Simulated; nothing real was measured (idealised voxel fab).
Process module name: voxel self aligned vias
Section shown: cut. Width: 280 nm. Cell size: 5 nm, square.
Heads up, the way a cross-section reads in here is a grid of square cells, handed over as bands from the top down, with every band being one or more rows of cells.
For a band, the entry starts with two heights in nm, that of the top and then that of the bottom, and carries on with the band's materials in order from left to right, each alongside its width in nm; the word "everywhere" beside a single material means it fills the band edge to edge, and "blank" means empty space.
For the purposes of this specification, 0 denotes the height below which the wafer in its as-received condition is composed wholly of one material, and the lowermost band, lacking a lower limit, extends downward without end, as expressed in "top 0, no bottom".
When a width is written as two numbers, as in "30 to 40", the first number is the width in the top row of cells of the band and the second is the width in its bottom row, and the width changes by the same amount from each row to the next.
"same as before" -> step changed no cross-section cell.
Under "Closed void catalog" you'll find the enclosed gaps, the ones with no way out to the top, that are 8 cells or bigger; each reads width x height at distance, with distance counted from the left edge, everything in nm.
Heads up: the bit after the settings on a step's line is the simulator's remark on that step.
overlay nm, on a step with a mask: how far to the right of its planned place the mask lay; to the left if negative
The process steps that were planned are listed below:
1,RECEIVE with material Si
2,CONFORMAL_DEP with material SiO2, thk nm 15
3,CONFORMAL_DEP with material SiCN, thk nm 5
4,DIRECTIONAL_DEP with material SiO2, thk nm 25
5,DIRECTIONAL_DEP with material aC, thk nm 10
6,PATTERN with tone open, mask id LINES, material resist, width nm 30, pitch nm 60, thk nm 25, overlay nm 0
7,DIRECTIONAL_ETCH with etch materials aC, depth nm 10
8,STRIP with etch materials resist
9,DIRECTIONAL_ETCH with etch materials SiO2, depth nm 25
10,STRIP with etch materials aC
11,CONFORMAL_DEP with material TiN, thk nm 5
12,FILL_DEP with material Ru, thk nm 10
13,CMP with height nm 45
14,SELECTIVE_ETCH with etch materials W Ru TiN, depth nm 5
15,FILL_DEP with material SiN, thk nm 10
16,CMP with height nm 45
17,DIRECTIONAL_DEP with material SiO2, thk nm 20
18,DIRECTIONAL_DEP with material aC, thk nm 15
19,PATTERN with tone open, mask id VIAS, material resist, width nm 40, pitch nm 120, thk nm 35, overlay nm 0
20,DIRECTIONAL_ETCH with etch materials aC, depth nm 15
21,STRIP with etch materials resist
22,DIRECTIONAL_ETCH with etch materials SiO2, depth nm 20
23,DIRECTIONAL_ETCH with etch materials SiN, depth nm 5
24,STRIP with etch materials aC
25,CONFORMAL_DEP with material TiN, thk nm 5
26,FILL_DEP with material Ru, thk nm 5
27,CMP with height nm 65
28,CONFORMAL_DEP with material SiCN, thk nm 5
The first wafer of two, processed as planned:
As-received wafer cross-section (after step 1):
	top 0, no bottom | Si everywhere
	Closed void catalog: none
After step 2, in cross-section:
	top 15, bottom 0 | SiO2 everywhere
	Everything below 0 is unchanged.
After step 3, in cross-section:
	top 20, bottom 15 | SiCN everywhere
	Everything below 15 is unchanged.
After step 4, in cross-section:
	top 45, bottom 20 | SiO2 everywhere
	Everything below 20 is unchanged.
After step 5, in cross-section:
	top 55, bottom 45 | aC everywhere
	Everything below 45 is unchanged.
After step 6, in cross-section:
	top 80, bottom 55 | resist 65 nm  blank 30 nm  resist 30 nm  blank 30 nm  resist 30 nm  blank 30 nm  resist 65 nm
	Everything below 55 is unchanged.
After step 7, in cross-section:
	top 70, bottom 55 | resist 65 nm  blank 30 nm  resist 30 nm  blank 30 nm  resist 30 nm  blank 30 nm  resist 65 nm
	top 55, bottom 45 | aC 65 nm  blank 30 nm  aC 30 nm  blank 30 nm  aC 30 nm  blank 30 nm  aC 65 nm
	Everything below 45 is unchanged.
After step 8, in cross-section:
	top 55, bottom 45 | aC 65 nm  blank 30 nm  aC 30 nm  blank 30 nm  aC 30 nm  blank 30 nm  aC 65 nm
	Everything below 45 is unchanged.
After step 9, in cross-section:
	top 55, bottom 45 | aC 65 nm  blank 30 nm  aC 30 nm  blank 30 nm  aC 30 nm  blank 30 nm  aC 65 nm
	top 45, bottom 20 | SiO2 65 nm  blank 30 nm  SiO2 30 nm  blank 30 nm  SiO2 30 nm  blank 30 nm  SiO2 65 nm
	Everything below 20 is unchanged.
After step 10, in cross-section:
	top 45, bottom 20 | SiO2 65 nm  blank 30 nm  SiO2 30 nm  blank 30 nm  SiO2 30 nm  blank 30 nm  SiO2 65 nm
	Everything below 20 is unchanged.
After step 11, in cross-section:
	top 50, bottom 45 | TiN 70 nm  blank 20 nm  TiN 40 nm  blank 20 nm  TiN 40 nm  blank 20 nm  TiN 70 nm
	top 45, bottom 25 | SiO2 65 nm  TiN 5 nm  blank 20 nm  TiN 5 nm  SiO2 30 nm  TiN 5 nm  blank 20 nm  TiN 5 nm  SiO2 30 nm  TiN 5 nm  blank 20 nm  TiN 5 nm  SiO2 65 nm
	top 25, bottom 20 | SiO2 65 nm  TiN 30 nm  SiO2 30 nm  TiN 30 nm  SiO2 30 nm  TiN 30 nm  SiO2 65 nm
	Everything below 20 is unchanged.
After step 12, in cross-section:
	top 60, bottom 50 | Ru everywhere
	top 50, bottom 45 | TiN 70 nm  Ru 20 nm  TiN 40 nm  Ru 20 nm  TiN 40 nm  Ru 20 nm  TiN 70 nm
	top 45, bottom 25 | SiO2 65 nm  TiN 5 nm  Ru 20 nm  TiN 5 nm  SiO2 30 nm  TiN 5 nm  Ru 20 nm  TiN 5 nm  SiO2 30 nm  TiN 5 nm  Ru 20 nm  TiN 5 nm  SiO2 65 nm
	Everything below 25 is unchanged.
After step 13, in cross-section:
	top 45, bottom 25 | SiO2 65 nm  TiN 5 nm  Ru 20 nm  TiN 5 nm  SiO2 30 nm  TiN 5 nm  Ru 20 nm  TiN 5 nm  SiO2 30 nm  TiN 5 nm  Ru 20 nm  TiN 5 nm  SiO2 65 nm
	Everything below 25 is unchanged.
After step 14, in cross-section:
	top 45, bottom 40 | SiO2 65 nm  blank 30 nm  SiO2 30 nm  blank 30 nm  SiO2 30 nm  blank 30 nm  SiO2 65 nm
	Everything below 40 is unchanged.
After step 15, in cross-section:
	top 55, bottom 45 | SiN everywhere
	top 45, bottom 40 | SiO2 65 nm  SiN 30 nm  SiO2 30 nm  SiN 30 nm  SiO2 30 nm  SiN 30 nm  SiO2 65 nm
	Everything below 40 is unchanged.
After step 16, in cross-section:
	top 45, bottom 40 | SiO2 65 nm  SiN 30 nm  SiO2 30 nm  SiN 30 nm  SiO2 30 nm  SiN 30 nm  SiO2 65 nm
	Everything below 40 is unchanged.
After step 17, in cross-section:
	top 65, bottom 45 | SiO2 everywhere
	Everything below 45 is unchanged.
After step 18, in cross-section:
	top 80, bottom 65 | aC everywhere
	Everything below 65 is unchanged.
After step 19, in cross-section:
	top 115, bottom 80 | resist 60 nm  blank 40 nm  resist 80 nm  blank 40 nm  resist 60 nm
	Everything below 80 is unchanged.
After step 20, in cross-section:
	top 100, bottom 80 | resist 60 nm  blank 40 nm  resist 80 nm  blank 40 nm  resist 60 nm
	top 80, bottom 65 | aC 60 nm  blank 40 nm  aC 80 nm  blank 40 nm  aC 60 nm
	Everything below 65 is unchanged.
After step 21, in cross-section:
	top 80, bottom 65 | aC 60 nm  blank 40 nm  aC 80 nm  blank 40 nm  aC 60 nm
	Everything below 65 is unchanged.
After step 22, in cross-section:
	top 80, bottom 65 | aC 60 nm  blank 40 nm  aC 80 nm  blank 40 nm  aC 60 nm
	top 65, bottom 45 | SiO2 60 nm  blank 40 nm  SiO2 80 nm  blank 40 nm  SiO2 60 nm
	Everything below 45 is unchanged.
After step 23, in cross-section:
	top 80, bottom 65 | aC 60 nm  blank 40 nm  aC 80 nm  blank 40 nm  aC 60 nm
	top 65, bottom 45 | SiO2 60 nm  blank 40 nm  SiO2 80 nm  blank 40 nm  SiO2 60 nm
	top 45, bottom 40 | SiO2 65 nm  blank 30 nm  SiO2 30 nm  SiN 30 nm  SiO2 30 nm  blank 30 nm  SiO2 65 nm
	Everything below 40 is unchanged.
After step 24, in cross-section:
	top 65, bottom 45 | SiO2 60 nm  blank 40 nm  SiO2 80 nm  blank 40 nm  SiO2 60 nm
	Everything below 45 is unchanged.
After step 25, in cross-section:
	top 70, bottom 65 | TiN 65 nm  blank 30 nm  TiN 90 nm  blank 30 nm  TiN 65 nm
	top 65, bottom 50 | SiO2 60 nm  TiN 5 nm  blank 30 nm  TiN 5 nm  SiO2 80 nm  TiN 5 nm  blank 30 nm  TiN 5 nm  SiO2 60 nm
	top 50, bottom 45 | SiO2 60 nm  TiN 10 nm  blank 20 nm  TiN 10 nm  SiO2 80 nm  TiN 10 nm  blank 20 nm  TiN 10 nm  SiO2 60 nm
	top 45, bottom 40 | SiO2 65 nm  TiN 30 nm  SiO2 30 nm  SiN 30 nm  SiO2 30 nm  TiN 30 nm  SiO2 65 nm
	Everything below 40 is unchanged.
After step 26, in cross-section:
	top 75, bottom 70 | Ru everywhere
	top 70, bottom 65 | TiN 65 nm  Ru 30 nm  TiN 90 nm  Ru 30 nm  TiN 65 nm
	top 65, bottom 50 | SiO2 60 nm  TiN 5 nm  Ru 30 nm  TiN 5 nm  SiO2 80 nm  TiN 5 nm  Ru 30 nm  TiN 5 nm  SiO2 60 nm
	top 50, bottom 45 | SiO2 60 nm  TiN 10 nm  Ru 20 nm  TiN 10 nm  SiO2 80 nm  TiN 10 nm  Ru 20 nm  TiN 10 nm  SiO2 60 nm
	Everything below 45 is unchanged.
After step 27, in cross-section:
	top 65, bottom 50 | SiO2 60 nm  TiN 5 nm  Ru 30 nm  TiN 5 nm  SiO2 80 nm  TiN 5 nm  Ru 30 nm  TiN 5 nm  SiO2 60 nm
	Everything below 50 is unchanged.
After step 28, in cross-section:
	top 70, bottom 65 | SiCN everywhere
	Everything below 65 is unchanged.
Wafer two of two - same starting point, same process plan, one mistake in execution; matches wafer one up to and including step 1:
Planned end of step 2: second wafer, cross-section:
	top 10, bottom 0 | SiO2 everywhere
	Everything below 0 is unchanged.
Planned end of step 3: second wafer, cross-section:
	top 15, bottom 10 | SiCN everywhere
	Everything below 10 is unchanged.
Planned end of step 4: second wafer, cross-section:
	top 40, bottom 15 | SiO2 everywhere
	Everything below 15 is unchanged.
Planned end of step 5: second wafer, cross-section:
	top 50, bottom 40 | aC everywhere
	Everything below 40 is unchanged.
Planned end of step 6: second wafer, cross-section:
	top 75, bottom 50 | resist 65 nm  blank 30 nm  resist 30 nm  blank 30 nm  resist 30 nm  blank 30 nm  resist 65 nm
	Everything below 50 is unchanged.
Planned end of step 7: second wafer, cross-section:
	top 65, bottom 50 | resist 65 nm  blank 30 nm  resist 30 nm  blank 30 nm  resist 30 nm  blank 30 nm  resist 65 nm
	top 50, bottom 40 | aC 65 nm  blank 30 nm  aC 30 nm  blank 30 nm  aC 30 nm  blank 30 nm  aC 65 nm
	Everything below 40 is unchanged.
Planned end of step 8: second wafer, cross-section:
	top 50, bottom 40 | aC 65 nm  blank 30 nm  aC 30 nm  blank 30 nm  aC 30 nm  blank 30 nm  aC 65 nm
	Everything below 40 is unchanged.
Planned end of step 9: second wafer, cross-section:
	top 50, bottom 40 | aC 65 nm  blank 30 nm  aC 30 nm  blank 30 nm  aC 30 nm  blank 30 nm  aC 65 nm
	top 40, bottom 15 | SiO2 65 nm  blank 30 nm  SiO2 30 nm  blank 30 nm  SiO2 30 nm  blank 30 nm  SiO2 65 nm
	Everything below 15 is unchanged.
Planned end of step 10: second wafer, cross-section:
	top 40, bottom 15 | SiO2 65 nm  blank 30 nm  SiO2 30 nm  blank 30 nm  SiO2 30 nm  blank 30 nm  SiO2 65 nm
	Everything below 15 is unchanged.
Planned end of step 11: second wafer, cross-section:
	top 45, bottom 40 | TiN 70 nm  blank 20 nm  TiN 40 nm  blank 20 nm  TiN 40 nm  blank 20 nm  TiN 70 nm
	top 40, bottom 20 | SiO2 65 nm  TiN 5 nm  blank 20 nm  TiN 5 nm  SiO2 30 nm  TiN 5 nm  blank 20 nm  TiN 5 nm  SiO2 30 nm  TiN 5 nm  blank 20 nm  TiN 5 nm  SiO2 65 nm
	top 20, bottom 15 | SiO2 65 nm  TiN 30 nm  SiO2 30 nm  TiN 30 nm  SiO2 30 nm  TiN 30 nm  SiO2 65 nm
	Everything below 15 is unchanged.
Planned end of step 12: second wafer, cross-section:
	top 55, bottom 45 | Ru everywhere
	top 45, bottom 40 | TiN 70 nm  Ru 20 nm  TiN 40 nm  Ru 20 nm  TiN 40 nm  Ru 20 nm  TiN 70 nm
	top 40, bottom 20 | SiO2 65 nm  TiN 5 nm  Ru 20 nm  TiN 5 nm  SiO2 30 nm  TiN 5 nm  Ru 20 nm  TiN 5 nm  SiO2 30 nm  TiN 5 nm  Ru 20 nm  TiN 5 nm  SiO2 65 nm
	Everything below 20 is unchanged.
Planned end of step 13: second wafer, cross-section:
	top 45, bottom 40 | TiN 70 nm  Ru 20 nm  TiN 40 nm  Ru 20 nm  TiN 40 nm  Ru 20 nm  TiN 70 nm
	Everything below 40 is unchanged.
Planned end of step 14: second wafer, cross-section:
	top 40, bottom 20 | SiO2 65 nm  TiN 5 nm  Ru 20 nm  TiN 5 nm  SiO2 30 nm  TiN 5 nm  Ru 20 nm  TiN 5 nm  SiO2 30 nm  TiN 5 nm  Ru 20 nm  TiN 5 nm  SiO2 65 nm
	Everything below 20 is unchanged.
Planned end of step 15: second wafer, cross-section:
	top 50, bottom 40 | SiN everywhere
	Everything below 40 is unchanged.
Planned end of step 16: second wafer, cross-section:
	top 45, bottom 40 | SiN everywhere
	Everything below 40 is unchanged.
Planned end of step 17: second wafer, cross-section:
	top 65, bottom 45 | SiO2 everywhere
	Everything below 45 is unchanged.
Planned end of step 18: second wafer, cross-section:
	top 80, bottom 65 | aC everywhere
	Everything below 65 is unchanged.
Planned end of step 19: second wafer, cross-section:
	top 115, bottom 80 | resist 60 nm  blank 40 nm  resist 80 nm  blank 40 nm  resist 60 nm
	Everything below 80 is unchanged.
Planned end of step 20: second wafer, cross-section:
	top 100, bottom 80 | resist 60 nm  blank 40 nm  resist 80 nm  blank 40 nm  resist 60 nm
	top 80, bottom 65 | aC 60 nm  blank 40 nm  aC 80 nm  blank 40 nm  aC 60 nm
	Everything below 65 is unchanged.
Planned end of step 21: second wafer, cross-section:
	top 80, bottom 65 | aC 60 nm  blank 40 nm  aC 80 nm  blank 40 nm  aC 60 nm
	Everything below 65 is unchanged.
Planned end of step 22: second wafer, cross-section:
	top 80, bottom 65 | aC 60 nm  blank 40 nm  aC 80 nm  blank 40 nm  aC 60 nm
	top 65, bottom 45 | SiO2 60 nm  blank 40 nm  SiO2 80 nm  blank 40 nm  SiO2 60 nm
	Everything below 45 is unchanged.
Planned end of step 23: second wafer, cross-section:
	top 80, bottom 65 | aC 60 nm  blank 40 nm  aC 80 nm  blank 40 nm  aC 60 nm
	top 65, bottom 45 | SiO2 60 nm  blank 40 nm  SiO2 80 nm  blank 40 nm  SiO2 60 nm
	top 45, bottom 40 | SiN 60 nm  blank 40 nm  SiN 80 nm  blank 40 nm  SiN 60 nm
	Everything below 40 is unchanged.
Planned end of step 24: second wafer, cross-section:
	top 65, bottom 45 | SiO2 60 nm  blank 40 nm  SiO2 80 nm  blank 40 nm  SiO2 60 nm
	Everything below 45 is unchanged.
Planned end of step 25: second wafer, cross-section:
	top 70, bottom 65 | TiN 65 nm  blank 30 nm  TiN 90 nm  blank 30 nm  TiN 65 nm
	top 65, bottom 45 | SiO2 60 nm  TiN 5 nm  blank 30 nm  TiN 5 nm  SiO2 80 nm  TiN 5 nm  blank 30 nm  TiN 5 nm  SiO2 60 nm
	top 45, bottom 40 | SiN 60 nm  TiN 40 nm  SiN 80 nm  TiN 40 nm  SiN 60 nm
	Everything below 40 is unchanged.
Planned end of step 26: second wafer, cross-section:
	top 75, bottom 70 | Ru everywhere
	top 70, bottom 65 | TiN 65 nm  Ru 30 nm  TiN 90 nm  Ru 30 nm  TiN 65 nm
	top 65, bottom 45 | SiO2 60 nm  TiN 5 nm  Ru 30 nm  TiN 5 nm  SiO2 80 nm  TiN 5 nm  Ru 30 nm  TiN 5 nm  SiO2 60 nm
	Everything below 45 is unchanged.
Planned end of step 27: second wafer, cross-section:
	top 65, bottom 45 | SiO2 60 nm  TiN 5 nm  Ru 30 nm  TiN 5 nm  SiO2 80 nm  TiN 5 nm  Ru 30 nm  TiN 5 nm  SiO2 60 nm
	Everything below 45 is unchanged.
Planned end of step 28: second wafer, cross-section:
	top 70, bottom 65 | SiCN everywhere
	Everything below 65 is unchanged.
Heads up, the wafer didn't run the way we planned it: step 2 off recipe, ran as CONFORMAL_DEP with material SiO2, thk nm 10
The second wafer ends with more or fewer cells of some materials than the first, per final count: Ru: 16 more, SiN: 34 more, SiO2: 56 fewer, TiN: 6 more
